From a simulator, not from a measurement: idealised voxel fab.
The process module presented herein is designated voxel ribs on slabs.
Cross-section cut spans 215 nm and uses square cells 5 nm in size.
A cross-section is written here as square cells arranged in a grid, and it is given in bands from the top down, each band taking up one or more rows of cells. Per band: top height and bottom height in nm, followed by the left-to-right materials and their widths in nm; "everywhere" marks a single material spanning edge to edge, "empty" marks empty space. Where do heights start? At 0: under that level the wafer as delivered is made of one material only. And the lowest band has no floor; it just carries on downward, as in "from 0 down". When a width is written as two numbers, as in "30..40", the first number is the width in the top row of cells of the band and the second is the width in its bottom row, and the width changes by the same amount from each row to the next. When a step is marked "remained unchanged", none of the cells in the cross-section changed during that step. Empty spaces counting at least 8 cells and having no open way to the top are listed in "Enclosed void list". The notation width x height at distance is used for each, the distance being from the left edge and all three values in nm. after a step's settings: what the simulator itself notes on the step. The optional step-line setting "overlay nm" applies to steps with a mask and quantifies how far to the right of its planned location the mask lay, a negative value indicating leftward placement.
# So here's the lineup of process steps we planned
1: RECEIVE [material Si]
2: DIRECTIONAL_DEP [material SiO2] [thk nm 20]
3: DIRECTIONAL_DEP [material polySi] [thk nm 25]
4: PATTERN [tone cover] [mask id RIB] [material resist] [width nm 30] [thk nm 20] [overlay nm 0]
5: DIRECTIONAL_ETCH [etch materials polySi] [depth nm 20]
6: STRIP [etch materials resist]
7: MASKED_ETCH [tone cover] [mask id SLAB] [width nm 70] [etch materials polySi] [depth nm 5] [overlay nm 0]
8: FILL_DEP [material SiO2] [thk nm 25]
9: CMP [height nm 65]
10: DIRECTIONAL_DEP [material W] [thk nm 10]
11: MASKED_ETCH [tone cover] [mask id HEATER] [width nm 40] [etch materials W] [depth nm 10] [overlay nm 0]
12: CONFORMAL_DEP [material SiO2] [thk nm 10]
# First of two wafers, processed according to plan
# This is the cross-section of the wafer as we received it, i.e. after step 1
- from 0 down = Si everywhere
- Enclosed void list: none
# Wafer xsec, post step 2
- from 20 to 0 = SiO2 everywhere
- Beneath the level 0, the cross-section is identical to its previous state.
# Wafer xsec, post step 3
- from 45 to 20 = polySi everywhere
- Beneath the level 20, the cross-section is identical to its previous state.
# Wafer xsec, post step 4
- from 65 to 45 = 90 of empty  30 of resist  95 of empty
- Beneath the level 45, the cross-section is identical to its previous state.
# Wafer xsec, post step 5
- from 65 to 45 = 90 of empty  30 of resist  95 of empty
- from 45 to 25 = 90 of empty  30 of polySi  95 of empty
- Beneath the level 25, the cross-section is identical to its previous state.
# Wafer xsec, post step 6
- from 45 to 25 = 90 of empty  30 of polySi  95 of empty
- Beneath the level 25, the cross-section is identical to its previous state.
# Wafer xsec, post step 7
- from 45 to 25 = 90 of empty  30 of polySi  95 of empty
- from 25 to 20 = 70 of empty  70 of polySi  75 of empty
- Beneath the level 20, the cross-section is identical to its previous state.
# Wafer xsec, post step 8
- from 70 to 45 = SiO2 everywhere
- from 45 to 25 = 90 of SiO2  30 of polySi  95 of SiO2
- from 25 to 20 = 70 of SiO2  70 of polySi  75 of SiO2
- Beneath the level 20, the cross-section is identical to its previous state.
# Wafer xsec, post step 9
- from 65 to 45 = SiO2 everywhere
- Beneath the level 45, the cross-section is identical to its previous state.
# Wafer xsec, post step 10
- from 75 to 65 = W everywhere
- Beneath the level 65, the cross-section is identical to its previous state.
# Wafer xsec, post step 11
- from 75 to 65 = 85 of empty  40 of W  90 of empty
- Beneath the level 65, the cross-section is identical to its previous state.
# Wafer xsec, post step 12
- from 85 to 75 = 75 of empty  60 of SiO2  80 of empty
- from 75 to 65 = 85 of SiO2  40 of W  90 of SiO2
- Beneath the level 65, the cross-section is identical to its previous state.
# Regarding the second of the two wafers: it shared the first wafer's starting condition and process plan, yet one error occurred during its execution. Its history coincides with that of the first wafer up to and including step 2
# The second wafer in cross-section, at the planned close of step 3
- from 70 to 20 = polySi everywhere
- Beneath the level 20, the cross-section is identical to its previous state.
# The second wafer in cross-section, at the planned close of step 4
- from 90 to 70 = 90 of empty  30 of resist  95 of empty
- Beneath the level 70, the cross-section is identical to its previous state.
# The second wafer in cross-section, at the planned close of step 5
- from 90 to 70 = 90 of empty  30 of resist  95 of empty
- from 70 to 50 = 90 of empty  30 of polySi  95 of empty
- Beneath the level 50, the cross-section is identical to its previous state.
# The second wafer in cross-section, at the planned close of step 6
- from 70 to 50 = 90 of empty  30 of polySi  95 of empty
- Beneath the level 50, the cross-section is identical to its previous state.
# The second wafer in cross-section, at the planned close of step 7
- from 70 to 50 = 90 of empty  30 of polySi  95 of empty
- from 50 to 45 = 70 of empty  70 of polySi  75 of empty
- Beneath the level 45, the cross-section is identical to its previous state.
# The second wafer in cross-section, at the planned close of step 8
- from 95 to 70 = SiO2 everywhere
- from 70 to 50 = 90 of SiO2  30 of polySi  95 of SiO2
- from 50 to 45 = 70 of SiO2  70 of polySi  75 of SiO2
- Beneath the level 45, the cross-section is identical to its previous state.
# The second wafer in cross-section, at the planned close of step 9
- from 65 to 50 = 90 of SiO2  30 of polySi  95 of SiO2
- Beneath the level 50, the cross-section is identical to its previous state.
# The second wafer in cross-section, at the planned close of step 10
- from 75 to 65 = W everywhere
- Beneath the level 65, the cross-section is identical to its previous state.
# The second wafer in cross-section, at the planned close of step 11
- from 75 to 65 = 85 of empty  40 of W  90 of empty
- Beneath the level 65, the cross-section is identical to its previous state.
# The second wafer in cross-section, at the planned close of step 12
- from 85 to 75 = 75 of empty  60 of SiO2  80 of empty
- from 75 to 65 = 85 of SiO2  40 of W  90 of SiO2
- Beneath the level 65, the cross-section is identical to its previous state.
what went wrong: twice, step 3 of the plan was run
It is noted that, at the conclusion of processing, the second wafer exhibits a higher or lower cell count for certain materials relative to the first: -209 SiO2; +209 polySi
